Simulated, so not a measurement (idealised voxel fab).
process module | voxel transistor to metal
cross-section cut | 160 nm wide | cells 5 nm
A cross-section is a grid of square cells, given in bands from the top down. A band is one or more rows of cells.
Each band's line starts with the height of the band's top and of its bottom, in nm. Then come its materials from left to right, each with its width in nm. One material with "throughout" fills the band from edge to edge. "air" is empty space.
Height 0 is the level under which the wafer as received is all one material. The lowest band goes on downwards, as in "0 down".
A width such as "30 to 40" changes by the same amount from each row of cells to the next, from the band's top row to its bottom row.
"no change" after a step means that no cell of the cross-section changed.
closed voids: empty space of 8 cells or more with no open way to the top, each as width x height at its distance from the left edge, in nm
after a step's settings: what the simulator itself notes on the step
overlay nm, on a step with a mask: how far to the right of its planned place the mask lay; to the left if negative
plan
1 op RECEIVE | material Si
2 op OXIDIZE | depth nm 5
3 op CONFORMAL_DEP | material SiN | thk nm 10
4 op PATTERN | tone cover | mask id ACTIVE | material resist | width nm 100 | thk nm 20 | overlay nm 0
5 op DIRECTIONAL_ETCH | etch materials SiN | depth nm 10
6 op DIRECTIONAL_ETCH | etch materials SiO2 | depth nm 5
7 op DIRECTIONAL_ETCH | etch materials Si | depth nm 30
8 op STRIP | etch materials resist
9 op OXIDIZE | depth nm 5
10 op FILL_DEP | material SiO2 | thk nm 5
11 op CMP | height nm 10
12 op SELECTIVE_ETCH | etch materials SiO2 | depth nm 5
13 op STRIP | etch materials SiN
14 op SELECTIVE_ETCH | etch materials SiO2 | depth nm 5
15 op OXIDIZE | depth nm 5
16 op DIRECTIONAL_DEP | material polySi | thk nm 25
17 op DIRECTIONAL_DEP | material SiCN | thk nm 15
18 op MASKED_ETCH | tone cover | mask id GATE | width nm 20 | etch materials SiCN | depth nm 25 | overlay nm 0
19 op MASKED_ETCH | tone cover | mask id GATE | width nm 20 | etch materials polySi | depth nm 35 | overlay nm 0
20 op CONFORMAL_DEP | material SiN | thk nm 5
21 op DIRECTIONAL_ETCH | etch materials SiN | depth nm 5
22 op DIRECTIONAL_ETCH | etch materials SiO2 | depth nm 5
23 op EPI | material nSi | thk nm 5
24 op FILL_DEP | material SiO2 | thk nm 5
25 op CMP | height nm 35
26 op DIRECTIONAL_DEP | material SiO2 | thk nm 15
27 op PATTERN | tone open | mask id CONTACT | material resist | width nm 20 | pitch nm 70 | thk nm 20 | overlay nm 0
28 op DIRECTIONAL_ETCH | etch materials SiO2 | depth nm 55
29 op STRIP | etch materials resist
30 op CONFORMAL_DEP | material TiN | thk nm 5
31 op FILL_DEP | material W | thk nm 10
32 op CMP | height nm 50
33 op CONFORMAL_DEP | material SiN | thk nm 5
34 op DIRECTIONAL_DEP | material lowk | thk nm 20
35 op PATTERN | tone open | mask id METAL_1 | material resist | width nm 20 | pitch nm 70 | thk nm 15 | overlay nm 0
36 op DIRECTIONAL_ETCH | etch materials lowk | depth nm 20
37 op DIRECTIONAL_ETCH | etch materials SiN | depth nm 5
38 op STRIP | etch materials resist
39 op CONFORMAL_DEP | material TiN | thk nm 5
40 op FILL_DEP | material Ru | thk nm 10
41 op CMP | height nm 75
42 op CONFORMAL_DEP | material SiCN | thk nm 5
43 op DIRECTIONAL_DEP | material lowk | thk nm 25
44 op DIRECTIONAL_DEP | material aC | thk nm 15
45 op PATTERN | tone open | mask id METAL_2_HOLES | material resist | width nm 15 | pitch nm 70 | thk nm 35 | overlay nm 0
46 op DIRECTIONAL_ETCH | etch materials aC | depth nm 15
47 op STRIP | etch materials resist
48 op DIRECTIONAL_ETCH | etch materials lowk | depth nm 25
49 op STRIP | etch materials aC
50 op PATTERN | tone open | mask id METAL_2 | material resist | width nm 20 | pitch nm 70 | thk nm 15 | overlay nm 0
51 op DIRECTIONAL_ETCH | etch materials lowk | depth nm 15
52 op DIRECTIONAL_ETCH | etch materials SiCN | depth nm 5
53 op STRIP | etch materials resist
54 op CONFORMAL_DEP | material TiN | thk nm 5
55 op FILL_DEP | material Cu | thk nm 10
56 op CMP | height nm 105
57 op CONFORMAL_DEP | material SiCN | thk nm 5
first wafer, as planned
as received, after step 1
  0 down: Si throughout
  closed voids: none
after step 2
  0 to -5: SiO2 throughout
  below -5: unchanged
after step 3
  10 to 0: SiN throughout
  below 0: unchanged
after step 4
  30 to 10: air 30 | resist 100 | air 30
  below 10: unchanged
after step 5
  30 to 10: air 30 | resist 100 | air 30
  10 to 0: air 30 | SiN 100 | air 30
  below 0: unchanged
after step 6
  30 to 10: air 30 | resist 100 | air 30
  10 to 0: air 30 | SiN 100 | air 30
  0 to -5: air 30 | SiO2 100 | air 30
  below -5: unchanged
after step 7
  30 to 10: air 30 | resist 100 | air 30
  10 to 0: air 30 | SiN 100 | air 30
  0 to -5: air 30 | SiO2 100 | air 30
  -5 to -35: air 30 | Si 100 | air 30
  below -35: unchanged
after step 8
  10 to 0: air 30 | SiN 100 | air 30
  below 0: unchanged
after step 9
  10 to 0: air 30 | SiN 100 | air 30
  0 to -5: air 30 | SiO2 100 | air 30
  -5 to -35: air 30 | SiO2 5 | Si 90 | SiO2 5 | air 30
  -35 to -40: SiO2 35 | Si 90 | SiO2 35
  below -40: unchanged
after step 10
  15 to 10: SiO2 throughout
  10 to 0: SiO2 30 | SiN 100 | SiO2 30
  0 to -5: SiO2 throughout
  -5 to -40: SiO2 35 | Si 90 | SiO2 35
  below -40: unchanged
after step 11
  10 to 0: SiO2 30 | SiN 100 | SiO2 30
  below 0: unchanged
after step 12
  10 to 5: air 30 | SiN 100 | air 30
  below 5: unchanged
after step 13
  5 to 0: SiO2 30 | air 100 | SiO2 30
  below 0: unchanged
after step 14
  0 to -5: SiO2 25 | air 110 | SiO2 25
  below -5: unchanged
after step 15
  0 to -5: SiO2 25 | air 110 | SiO2 25
  -5 to -10: SiO2 throughout
  below -10: unchanged
after step 16
  25 to 20: polySi 25 | air 110 | polySi 25
  20 to 0: polySi throughout
  0 to -5: SiO2 25 | polySi 110 | SiO2 25
  below -5: unchanged
after step 17
  40 to 35: SiCN 25 | air 110 | SiCN 25
  35 to 25: SiCN throughout
  25 to 20: polySi 25 | SiCN 110 | polySi 25
  below 20: unchanged
after step 18
  35 to 25: air 70 | SiCN 20 | air 70
  25 to 20: polySi 25 | air 45 | SiCN 20 | air 45 | polySi 25
  below 20: unchanged
after step 19
  35 to 20: air 70 | SiCN 20 | air 70
  20 to 0: air 70 | polySi 20 | air 70
  0 to -5: SiO2 25 | air 45 | polySi 20 | air 45 | SiO2 25
  below -5: unchanged
after step 20
  40 to 35: air 65 | SiN 30 | air 65
  35 to 20: air 65 | SiN 5 | SiCN 20 | SiN 5 | air 65
  20 to 5: air 65 | SiN 5 | polySi 20 | SiN 5 | air 65
  5 to 0: SiN 30 | air 35 | SiN 5 | polySi 20 | SiN 5 | air 35 | SiN 30
  0 to -5: SiO2 25 | SiN 45 | polySi 20 | SiN 45 | SiO2 25
  below -5: unchanged
after step 21
  35 to 20: air 65 | SiN 5 | SiCN 20 | SiN 5 | air 65
  20 to 0: air 65 | SiN 5 | polySi 20 | SiN 5 | air 65
  0 to -5: SiO2 25 | SiN 5 | air 35 | SiN 5 | polySi 20 | SiN 5 | air 35 | SiN 5 | SiO2 25
  below -5: unchanged
after step 22
  35 to 20: air 65 | SiN 5 | SiCN 20 | SiN 5 | air 65
  20 to 0: air 65 | SiN 5 | polySi 20 | SiN 5 | air 65
  0 to -5: air 25 | SiN 5 | air 35 | SiN 5 | polySi 20 | SiN 5 | air 35 | SiN 5 | air 25
  -5 to -10: SiO2 30 | air 35 | SiO2 30 | air 35 | SiO2 30
  below -10: unchanged
after step 23
  35 to 20: air 65 | SiN 5 | SiCN 20 | SiN 5 | air 65
  20 to 0: air 65 | SiN 5 | polySi 20 | SiN 5 | air 65
  0 to -5: air 25 | SiN 5 | air 35 | SiN 5 | polySi 20 | SiN 5 | air 35 | SiN 5 | air 25
  -5 to -10: SiO2 30 | nSi 35 | SiO2 30 | nSi 35 | SiO2 30
  below -10: unchanged
after step 24
  40 to 35: SiO2 throughout
  35 to 20: SiO2 65 | SiN 5 | SiCN 20 | SiN 5 | SiO2 65
  20 to 0: SiO2 65 | SiN 5 | polySi 20 | SiN 5 | SiO2 65
  0 to -5: SiO2 25 | SiN 5 | SiO2 35 | SiN 5 | polySi 20 | SiN 5 | SiO2 35 | SiN 5 | SiO2 25
  below -5: unchanged
after step 25
  35 to 20: SiO2 65 | SiN 5 | SiCN 20 | SiN 5 | SiO2 65
  below 20: unchanged
after step 26
  50 to 35: SiO2 throughout
  below 35: unchanged
after step 27
  70 to 50: resist 35 | air 20 | resist 50 | air 20 | resist 35
  below 50: unchanged
after step 28
  70 to 50: resist 35 | air 20 | resist 50 | air 20 | resist 35
  50 to 35: SiO2 35 | air 20 | SiO2 50 | air 20 | SiO2 35
  35 to 20: SiO2 35 | air 20 | SiO2 10 | SiN 5 | SiCN 20 | SiN 5 | SiO2 10 | air 20 | SiO2 35
  20 to 0: SiO2 35 | air 20 | SiO2 10 | SiN 5 | polySi 20 | SiN 5 | SiO2 10 | air 20 | SiO2 35
  0 to -5: SiO2 25 | SiN 5 | SiO2 5 | air 20 | SiO2 10 | SiN 5 | polySi 20 | SiN 5 | SiO2 10 | air 20 | SiO2 5 | SiN 5 | SiO2 25
  below -5: unchanged
after step 29
  50 to 35: SiO2 35 | air 20 | SiO2 50 | air 20 | SiO2 35
  below 35: unchanged
after step 30
  55 to 50: TiN 40 | air 10 | TiN 60 | air 10 | TiN 40
  50 to 35: SiO2 35 | TiN 5 | air 10 | TiN 5 | SiO2 50 | TiN 5 | air 10 | TiN 5 | SiO2 35
  35 to 20: SiO2 35 | TiN 5 | air 10 | TiN 5 | SiO2 10 | SiN 5 | SiCN 20 | SiN 5 | SiO2 10 | TiN 5 | air 10 | TiN 5 | SiO2 35
  20 to 0: SiO2 35 | TiN 5 | air 10 | TiN 5 | SiO2 10 | SiN 5 | polySi 20 | SiN 5 | SiO2 10 | TiN 5 | air 10 | TiN 5 | SiO2 35
  0 to -5: SiO2 25 | SiN 5 | SiO2 5 | TiN 20 | SiO2 10 | SiN 5 | polySi 20 | SiN 5 | SiO2 10 | TiN 20 | SiO2 5 | SiN 5 | SiO2 25
  below -5: unchanged
after step 31
  65 to 55: W throughout
  55 to 50: TiN 40 | W 10 | TiN 60 | W 10 | TiN 40
  50 to 35: SiO2 35 | TiN 5 | W 10 | TiN 5 | SiO2 50 | TiN 5 | W 10 | TiN 5 | SiO2 35
  35 to 20: SiO2 35 | TiN 5 | W 10 | TiN 5 | SiO2 10 | SiN 5 | SiCN 20 | SiN 5 | SiO2 10 | TiN 5 | W 10 | TiN 5 | SiO2 35
  20 to 0: SiO2 35 | TiN 5 | W 10 | TiN 5 | SiO2 10 | SiN 5 | polySi 20 | SiN 5 | SiO2 10 | TiN 5 | W 10 | TiN 5 | SiO2 35
  below 0: unchanged
after step 32
  50 to 35: SiO2 35 | TiN 5 | W 10 | TiN 5 | SiO2 50 | TiN 5 | W 10 | TiN 5 | SiO2 35
  below 35: unchanged
after step 33
  55 to 50: SiN throughout
  below 50: unchanged
after step 34
  75 to 55: lowk throughout
  below 55: unchanged
after step 35
  90 to 75: resist 35 | air 20 | resist 50 | air 20 | resist 35
  below 75: unchanged
after step 36
  90 to 75: resist 35 | air 20 | resist 50 | air 20 | resist 35
  75 to 55: lowk 35 | air 20 | lowk 50 | air 20 | lowk 35
  below 55: unchanged
after step 37
  90 to 75: resist 35 | air 20 | resist 50 | air 20 | resist 35
  75 to 55: lowk 35 | air 20 | lowk 50 | air 20 | lowk 35
  55 to 50: SiN 35 | air 20 | SiN 50 | air 20 | SiN 35
  below 50: unchanged
after step 38
  75 to 55: lowk 35 | air 20 | lowk 50 | air 20 | lowk 35
  below 55: unchanged
after step 39
  80 to 75: TiN 40 | air 10 | TiN 60 | air 10 | TiN 40
  75 to 55: lowk 35 | TiN 5 | air 10 | TiN 5 | lowk 50 | TiN 5 | air 10 | TiN 5 | lowk 35
  55 to 50: SiN 35 | TiN 20 | SiN 50 | TiN 20 | SiN 35
  below 50: unchanged
after step 40
  90 to 80: Ru throughout
  80 to 75: TiN 40 | Ru 10 | TiN 60 | Ru 10 | TiN 40
  75 to 55: lowk 35 | TiN 5 | Ru 10 | TiN 5 | lowk 50 | TiN 5 | Ru 10 | TiN 5 | lowk 35
  below 55: unchanged
after step 41
  75 to 55: lowk 35 | TiN 5 | Ru 10 | TiN 5 | lowk 50 | TiN 5 | Ru 10 | TiN 5 | lowk 35
  below 55: unchanged
after step 42
  80 to 75: SiCN throughout
  below 75: unchanged
after step 43
  105 to 80: lowk throughout
  below 80: unchanged
after step 44
  120 to 105: aC throughout
  below 105: unchanged
after step 45
  155 to 120: resist 35 | air 15 | resist 55 | air 15 | resist 40
  below 120: unchanged
after step 46
  140 to 120: resist 35 | air 15 | resist 55 | air 15 | resist 40
  120 to 105: aC 35 | air 15 | aC 55 | air 15 | aC 40
  below 105: unchanged
after step 47
  120 to 105: aC 35 | air 15 | aC 55 | air 15 | aC 40
  below 105: unchanged
after step 48
  120 to 105: aC 35 | air 15 | aC 55 | air 15 | aC 40
  105 to 80: lowk 35 | air 15 | lowk 55 | air 15 | lowk 40
  below 80: unchanged
after step 49
  105 to 80: lowk 35 | air 15 | lowk 55 | air 15 | lowk 40
  below 80: unchanged
after step 50
  120 to 105: resist 35 | air 20 | resist 50 | air 20 | resist 35
  below 105: unchanged
after step 51
  120 to 105: resist 35 | air 20 | resist 50 | air 20 | resist 35
  105 to 90: lowk 35 | air 20 | lowk 50 | air 20 | lowk 35
  below 90: unchanged
after step 52
  120 to 105: resist 35 | air 20 | resist 50 | air 20 | resist 35
  105 to 90: lowk 35 | air 20 | lowk 50 | air 20 | lowk 35
  90 to 80: lowk 35 | air 15 | lowk 55 | air 15 | lowk 40
  80 to 75: SiCN 35 | air 15 | SiCN 55 | air 15 | SiCN 40
  below 75: unchanged
after step 53
  105 to 90: lowk 35 | air 20 | lowk 50 | air 20 | lowk 35
  below 90: unchanged
after step 54
  110 to 105: TiN 40 | air 10 | TiN 60 | air 10 | TiN 40
  105 to 95: lowk 35 | TiN 5 | air 10 | TiN 5 | lowk 50 | TiN 5 | air 10 | TiN 5 | lowk 35
  95 to 90: lowk 35 | TiN 5 | air 5 | TiN 10 | lowk 50 | TiN 5 | air 5 | TiN 10 | lowk 35
  90 to 80: lowk 35 | TiN 5 | air 5 | TiN 5 | lowk 55 | TiN 5 | air 5 | TiN 5 | lowk 40
  80 to 75: SiCN 35 | TiN 15 | SiCN 55 | TiN 15 | SiCN 40
  below 75: unchanged
after step 55
  120 to 110: Cu throughout
  110 to 105: TiN 40 | Cu 10 | TiN 60 | Cu 10 | TiN 40
  105 to 95: lowk 35 | TiN 5 | Cu 10 | TiN 5 | lowk 50 | TiN 5 | Cu 10 | TiN 5 | lowk 35
  95 to 90: lowk 35 | TiN 5 | Cu 5 | TiN 10 | lowk 50 | TiN 5 | Cu 5 | TiN 10 | lowk 35
  90 to 80: lowk 35 | TiN 5 | Cu 5 | TiN 5 | lowk 55 | TiN 5 | Cu 5 | TiN 5 | lowk 40
  below 80: unchanged
after step 56
  105 to 95: lowk 35 | TiN 5 | Cu 10 | TiN 5 | lowk 50 | TiN 5 | Cu 10 | TiN 5 | lowk 35
  below 95: unchanged
after step 57
  110 to 105: SiCN throughout
  below 105: unchanged
second wafer: like start, like plan, one mistake. Through step 3 it matches the first wafer
when step 4 should have ended
  30 to 10: resist 30 | air 100 | resist 30
  below 10: unchanged
when step 5 should have ended
  30 to 10: resist 30 | air 100 | resist 30
  10 to 0: SiN 30 | air 100 | SiN 30
  below 0: unchanged
when step 6 should have ended
  30 to 10: resist 30 | air 100 | resist 30
  10 to 0: SiN 30 | air 100 | SiN 30
  0 to -5: SiO2 30 | air 100 | SiO2 30
  below -5: unchanged
when step 7 should have ended
  30 to 10: resist 30 | air 100 | resist 30
  10 to 0: SiN 30 | air 100 | SiN 30
  0 to -5: SiO2 30 | air 100 | SiO2 30
  -5 to -35: Si 30 | air 100 | Si 30
  below -35: unchanged
when step 8 should have ended
  10 to 0: SiN 30 | air 100 | SiN 30
  below 0: unchanged
when step 9 should have ended
  10 to 0: SiN 30 | air 100 | SiN 30
  0 to -5: SiO2 30 | air 100 | SiO2 30
  -5 to -35: Si 25 | SiO2 5 | air 100 | SiO2 5 | Si 25
  -35 to -40: Si 25 | SiO2 110 | Si 25
  below -40: unchanged
when step 10 should have ended
  15 to 10: SiO2 throughout
  10 to 0: SiN 30 | SiO2 100 | SiN 30
  0 to -5: SiO2 throughout
  -5 to -40: Si 25 | SiO2 110 | Si 25
  below -40: unchanged
when step 11 should have ended
  10 to 0: SiN 30 | SiO2 100 | SiN 30
  below 0: unchanged
when step 12 should have ended
  10 to 5: SiN 30 | air 100 | SiN 30
  below 5: unchanged
when step 13 should have ended
  5 to 0: air 30 | SiO2 100 | air 30
  below 0: unchanged
when step 14 should have ended
  0 to -5: air 35 | SiO2 90 | air 35
  below -5: unchanged
when step 15 should have ended
  0 to -5: air 35 | SiO2 90 | air 35
  -5 to -10: SiO2 throughout
  below -10: unchanged
when step 16 should have ended
  25 to 20: air 35 | polySi 90 | air 35
  20 to 0: polySi throughout
  0 to -5: polySi 35 | SiO2 90 | polySi 35
  below -5: unchanged
when step 17 should have ended
  40 to 35: air 35 | SiCN 90 | air 35
  35 to 25: SiCN throughout
  25 to 20: SiCN 35 | polySi 90 | SiCN 35
  below 20: unchanged
when step 18 should have ended
  40 to 25: air 70 | SiCN 20 | air 70
  25 to 20: air 35 | polySi 90 | air 35
  below 20: unchanged
when step 19 should have ended
  40 to 25: air 70 | SiCN 20 | air 70
  25 to 0: air 70 | polySi 20 | air 70
  0 to -5: air 35 | SiO2 90 | air 35
  below -5: unchanged
when step 20 should have ended
  45 to 40: air 65 | SiN 30 | air 65
  40 to 25: air 65 | SiN 5 | SiCN 20 | SiN 5 | air 65
  25 to 5: air 65 | SiN 5 | polySi 20 | SiN 5 | air 65
  5 to 0: air 30 | SiN 40 | polySi 20 | SiN 40 | air 30
  0 to -5: SiN 35 | SiO2 90 | SiN 35
  below -5: unchanged
when step 21 should have ended
  40 to 25: air 65 | SiN 5 | SiCN 20 | SiN 5 | air 65
  25 to 0: air 65 | SiN 5 | polySi 20 | SiN 5 | air 65
  0 to -5: air 30 | SiN 5 | SiO2 90 | SiN 5 | air 30
  below -5: unchanged
when step 22 should have ended
  40 to 25: air 65 | SiN 5 | SiCN 20 | SiN 5 | air 65
  25 to 0: air 65 | SiN 5 | polySi 20 | SiN 5 | air 65
  0 to -5: air 30 | SiN 5 | air 30 | SiO2 30 | air 30 | SiN 5 | air 30
  -5 to -10: air 30 | SiO2 100 | air 30
  below -10: unchanged
when step 23 should have ended
  40 to 25: air 65 | SiN 5 | SiCN 20 | SiN 5 | air 65
  25 to 0: air 65 | SiN 5 | polySi 20 | SiN 5 | air 65
  0 to -5: air 30 | SiN 5 | air 30 | SiO2 30 | air 30 | SiN 5 | air 30
  -5 to -10: nSi 30 | SiO2 100 | nSi 30
  below -10: unchanged
when step 24 should have ended
  45 to 40: SiO2 throughout
  40 to 25: SiO2 65 | SiN 5 | SiCN 20 | SiN 5 | SiO2 65
  25 to 0: SiO2 65 | SiN 5 | polySi 20 | SiN 5 | SiO2 65
  0 to -5: SiO2 30 | SiN 5 | SiO2 90 | SiN 5 | SiO2 30
  below -5: unchanged
when step 25 should have ended
  35 to 25: SiO2 65 | SiN 5 | SiCN 20 | SiN 5 | SiO2 65
  below 25: unchanged
when step 26 should have ended
  50 to 35: SiO2 throughout
  below 35: unchanged
when step 27 should have ended
  70 to 50: resist 35 | air 20 | resist 50 | air 20 | resist 35
  below 50: unchanged
when step 28 should have ended
  70 to 50: resist 35 | air 20 | resist 50 | air 20 | resist 35
  50 to 35: SiO2 35 | air 20 | SiO2 50 | air 20 | SiO2 35
  35 to 25: SiO2 35 | air 20 | SiO2 10 | SiN 5 | SiCN 20 | SiN 5 | SiO2 10 | air 20 | SiO2 35
  25 to 0: SiO2 35 | air 20 | SiO2 10 | SiN 5 | polySi 20 | SiN 5 | SiO2 10 | air 20 | SiO2 35
  0 to -5: SiO2 30 | SiN 5 | air 20 | SiO2 50 | air 20 | SiN 5 | SiO2 30
  below -5: unchanged
when step 29 should have ended
  50 to 35: SiO2 35 | air 20 | SiO2 50 | air 20 | SiO2 35
  below 35: unchanged
when step 30 should have ended
  55 to 50: TiN 40 | air 10 | TiN 60 | air 10 | TiN 40
  50 to 35: SiO2 35 | TiN 5 | air 10 | TiN 5 | SiO2 50 | TiN 5 | air 10 | TiN 5 | SiO2 35
  35 to 25: SiO2 35 | TiN 5 | air 10 | TiN 5 | SiO2 10 | SiN 5 | SiCN 20 | SiN 5 | SiO2 10 | TiN 5 | air 10 | TiN 5 | SiO2 35
  25 to 0: SiO2 35 | TiN 5 | air 10 | TiN 5 | SiO2 10 | SiN 5 | polySi 20 | SiN 5 | SiO2 10 | TiN 5 | air 10 | TiN 5 | SiO2 35
  0 to -5: SiO2 30 | SiN 5 | TiN 20 | SiO2 50 | TiN 20 | SiN 5 | SiO2 30
  below -5: unchanged
when step 31 should have ended
  65 to 55: W throughout
  55 to 50: TiN 40 | W 10 | TiN 60 | W 10 | TiN 40
  50 to 35: SiO2 35 | TiN 5 | W 10 | TiN 5 | SiO2 50 | TiN 5 | W 10 | TiN 5 | SiO2 35
  35 to 25: SiO2 35 | TiN 5 | W 10 | TiN 5 | SiO2 10 | SiN 5 | SiCN 20 | SiN 5 | SiO2 10 | TiN 5 | W 10 | TiN 5 | SiO2 35
  25 to 0: SiO2 35 | TiN 5 | W 10 | TiN 5 | SiO2 10 | SiN 5 | polySi 20 | SiN 5 | SiO2 10 | TiN 5 | W 10 | TiN 5 | SiO2 35
  below 0: unchanged
when step 32 should have ended
  50 to 35: SiO2 35 | TiN 5 | W 10 | TiN 5 | SiO2 50 | TiN 5 | W 10 | TiN 5 | SiO2 35
  below 35: unchanged
when step 33 should have ended
  55 to 50: SiN throughout
  below 50: unchanged
when step 34 should have ended
  75 to 55: lowk throughout
  below 55: unchanged
when step 35 should have ended
  90 to 75: resist 35 | air 20 | resist 50 | air 20 | resist 35
  below 75: unchanged
when step 36 should have ended
  90 to 75: resist 35 | air 20 | resist 50 | air 20 | resist 35
  75 to 55: lowk 35 | air 20 | lowk 50 | air 20 | lowk 35
  below 55: unchanged
when step 37 should have ended
  90 to 75: resist 35 | air 20 | resist 50 | air 20 | resist 35
  75 to 55: lowk 35 | air 20 | lowk 50 | air 20 | lowk 35
  55 to 50: SiN 35 | air 20 | SiN 50 | air 20 | SiN 35
  below 50: unchanged
when step 38 should have ended
  75 to 55: lowk 35 | air 20 | lowk 50 | air 20 | lowk 35
  below 55: unchanged
when step 39 should have ended
  80 to 75: TiN 40 | air 10 | TiN 60 | air 10 | TiN 40
  75 to 55: lowk 35 | TiN 5 | air 10 | TiN 5 | lowk 50 | TiN 5 | air 10 | TiN 5 | lowk 35
  55 to 50: SiN 35 | TiN 20 | SiN 50 | TiN 20 | SiN 35
  below 50: unchanged
when step 40 should have ended
  90 to 80: Ru throughout
  80 to 75: TiN 40 | Ru 10 | TiN 60 | Ru 10 | TiN 40
  75 to 55: lowk 35 | TiN 5 | Ru 10 | TiN 5 | lowk 50 | TiN 5 | Ru 10 | TiN 5 | lowk 35
  below 55: unchanged
when step 41 should have ended
  75 to 55: lowk 35 | TiN 5 | Ru 10 | TiN 5 | lowk 50 | TiN 5 | Ru 10 | TiN 5 | lowk 35
  below 55: unchanged
when step 42 should have ended
  80 to 75: SiCN throughout
  below 75: unchanged
when step 43 should have ended
  105 to 80: lowk throughout
  below 80: unchanged
when step 44 should have ended
  120 to 105: aC throughout
  below 105: unchanged
when step 45 should have ended
  155 to 120: resist 35 | air 15 | resist 55 | air 15 | resist 40
  below 120: unchanged
when step 46 should have ended
  140 to 120: resist 35 | air 15 | resist 55 | air 15 | resist 40
  120 to 105: aC 35 | air 15 | aC 55 | air 15 | aC 40
  below 105: unchanged
when step 47 should have ended
  120 to 105: aC 35 | air 15 | aC 55 | air 15 | aC 40
  below 105: unchanged
when step 48 should have ended
  120 to 105: aC 35 | air 15 | aC 55 | air 15 | aC 40
  105 to 80: lowk 35 | air 15 | lowk 55 | air 15 | lowk 40
  below 80: unchanged
when step 49 should have ended
  105 to 80: lowk 35 | air 15 | lowk 55 | air 15 | lowk 40
  below 80: unchanged
when step 50 should have ended
  120 to 105: resist 35 | air 20 | resist 50 | air 20 | resist 35
  below 105: unchanged
when step 51 should have ended
  120 to 105: resist 35 | air 20 | resist 50 | air 20 | resist 35
  105 to 90: lowk 35 | air 20 | lowk 50 | air 20 | lowk 35
  below 90: unchanged
when step 52 should have ended
  120 to 105: resist 35 | air 20 | resist 50 | air 20 | resist 35
  105 to 90: lowk 35 | air 20 | lowk 50 | air 20 | lowk 35
  90 to 80: lowk 35 | air 15 | lowk 55 | air 15 | lowk 40
  80 to 75: SiCN 35 | air 15 | SiCN 55 | air 15 | SiCN 40
  below 75: unchanged
when step 53 should have ended
  105 to 90: lowk 35 | air 20 | lowk 50 | air 20 | lowk 35
  below 90: unchanged
when step 54 should have ended
  110 to 105: TiN 40 | air 10 | TiN 60 | air 10 | TiN 40
  105 to 95: lowk 35 | TiN 5 | air 10 | TiN 5 | lowk 50 | TiN 5 | air 10 | TiN 5 | lowk 35
  95 to 90: lowk 35 | TiN 5 | air 5 | TiN 10 | lowk 50 | TiN 5 | air 5 | TiN 10 | lowk 35
  90 to 80: lowk 35 | TiN 5 | air 5 | TiN 5 | lowk 55 | TiN 5 | air 5 | TiN 5 | lowk 40
  80 to 75: SiCN 35 | TiN 15 | SiCN 55 | TiN 15 | SiCN 40
  below 75: unchanged
when step 55 should have ended
  120 to 110: Cu throughout
  110 to 105: TiN 40 | Cu 10 | TiN 60 | Cu 10 | TiN 40
  105 to 95: lowk 35 | TiN 5 | Cu 10 | TiN 5 | lowk 50 | TiN 5 | Cu 10 | TiN 5 | lowk 35
  95 to 90: lowk 35 | TiN 5 | Cu 5 | TiN 10 | lowk 50 | TiN 5 | Cu 5 | TiN 10 | lowk 35
  90 to 80: lowk 35 | TiN 5 | Cu 5 | TiN 5 | lowk 55 | TiN 5 | Cu 5 | TiN 5 | lowk 40
  below 80: unchanged
when step 56 should have ended
  105 to 95: lowk 35 | TiN 5 | Cu 10 | TiN 5 | lowk 50 | TiN 5 | Cu 10 | TiN 5 | lowk 35
  below 95: unchanged
when step 57 should have ended
  110 to 105: SiCN throughout
  below 105: unchanged
what went wrong: step 4 ran as: op PATTERN | tone open | mask id ACTIVE | material resist | width nm 100 | thk nm 20 | overlay nm 0
at the end the second wafer has, in cells: 48 fewer of Si | 4 fewer of SiCN | 2 fewer of SiN | 56 more of SiO2 | 2 fewer of nSi
